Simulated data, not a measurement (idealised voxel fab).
Process module name: voxel self aligned contacts
Square cells of 5 nm make up the cross-section cut, whose width is 150 nm.
Heads up, the way a cross-section reads in here is a grid of square cells, handed over as bands from the top down, with every band being one or more rows of cells. The entry gives the band's vertical extent as a top height and a bottom height in nm, then its horizontal make-up as materials from left to right, each with a width in nm. "empty" stands for empty space; a single material marked "throughout" fills the band edge to edge. Convention: height 0 is the level below which the wafer, as received, is all one material. The lowest band does not terminate at the bottom but continues downward, represented as "0 nm and below". When a width is written as two numbers, as in "30..40", the first number is the width in the top row of cells of the band and the second is the width in its bottom row, and the width changes by the same amount from each row to the next. Any step labelled "nothing changed" changed none of the cells in the cross-section. "Unvented cavities": sealed empty spaces, 8 cells or more, no open way to top, listed width x height at distance, with distance from the left edge and width, height and distance in nm. Formally, on a step line, whatever follows the settings is a remark that the simulator itself makes on the step. The optional step-line setting "overlay nm" applies to steps with a mask and quantifies how far to the right of its planned location the mask lay, a negative value indicating leftward placement.
[List of planned process steps]
1. op RECEIVE | material Si
2. op CONFORMAL_DEP | material SiO2 | thk nm 5
3. op DIRECTIONAL_DEP | material polySi | thk nm 30
4. op DIRECTIONAL_DEP | material SiN | thk nm 20
5. op MASKED_ETCH | tone cover | mask id GATE | width nm 30 | pitch nm 60 | etch materials SiN | depth nm 20 | overlay nm 0
6. op MASKED_ETCH | tone cover | mask id GATE | width nm 30 | pitch nm 60 | etch materials polySi | depth nm 30 | overlay nm 0
7. op CONFORMAL_DEP | material SiN | thk nm 5
8. op DIRECTIONAL_ETCH | etch materials SiN | depth nm 5
9. op FILL_DEP | material SiO2 | thk nm 20
10. op CMP | height nm 65
11. op DIRECTIONAL_DEP | material aC | thk nm 15
12. op PATTERN | tone open | mask id CONTACT | material resist | width nm 40 | thk nm 30 | overlay nm 0
13. op DIRECTIONAL_ETCH | etch materials aC | depth nm 15
14. op STRIP | etch materials resist
15. op DIRECTIONAL_ETCH | etch materials SiO2 | depth nm 65
16. op STRIP | etch materials aC
17. op CONFORMAL_DEP | material TiN | thk nm 5
18. op FILL_DEP | material W | thk nm 5
19. op CMP | height nm 65
20. op CONFORMAL_DEP | material SiN | thk nm 5
[Step 1 complete: cross-section of the wafer as received]
    0 nm and below: Si throughout
    Unvented cavities: none
[Here's the cross-section of the first of our two wafers at the end of the module - it ran as planned]
    70 nm to 65 nm: SiN throughout
    65 nm to 55 nm: SiO2 55, TiN 5..15, W 30..10, TiN 5..15, SiO2 55
    55 nm to 35 nm: SiO2 25, SiN 40, TiN 5, W 10, TiN 5, SiN 40, SiO2 25
    35 nm to 5 nm: SiO2 25, SiN 5, polySi 30, SiN 5, TiN 5, W 10, TiN 5, SiN 5, polySi 30, SiN 5, SiO2 25
    5 nm to 0 nm: SiO2 65, TiN 20, SiO2 65
    0 nm and below: Si throughout
    Unvented cavities: none
[Cross-sectional view of the second of two wafers upon completion of the module. This wafer shared its starting condition and process plan with the first; one error was made during its execution]
    70 nm to 65 nm: SiN throughout
    65 nm to 60 nm: SiO2 55, TiN 5, W 30, TiN 5, SiO2 55
    60 nm to 55 nm: SiO2 55, TiN 40, SiO2 55
    55 nm to 35 nm: SiN 35, SiO2 20, SiN 40, SiO2 20, SiN 35
    35 nm to 5 nm: polySi throughout
    5 nm to 0 nm: SiO2 throughout
    0 nm and below: Si throughout
    Unvented cavities: none
The mistake made against the process plan was this: step 5 ran with different settings than intended, the actual operation and settings being op MASKED_ETCH | tone open | mask id GATE | width nm 30 | pitch nm 60 | etch materials SiN | depth nm 20 | overlay nm 0
End check, counted in cells, second wafer has more or fewer of these materials than the first: SiO2: 64 fewer, TiN: 22 fewer, W: 22 fewer, polySi: 108 more
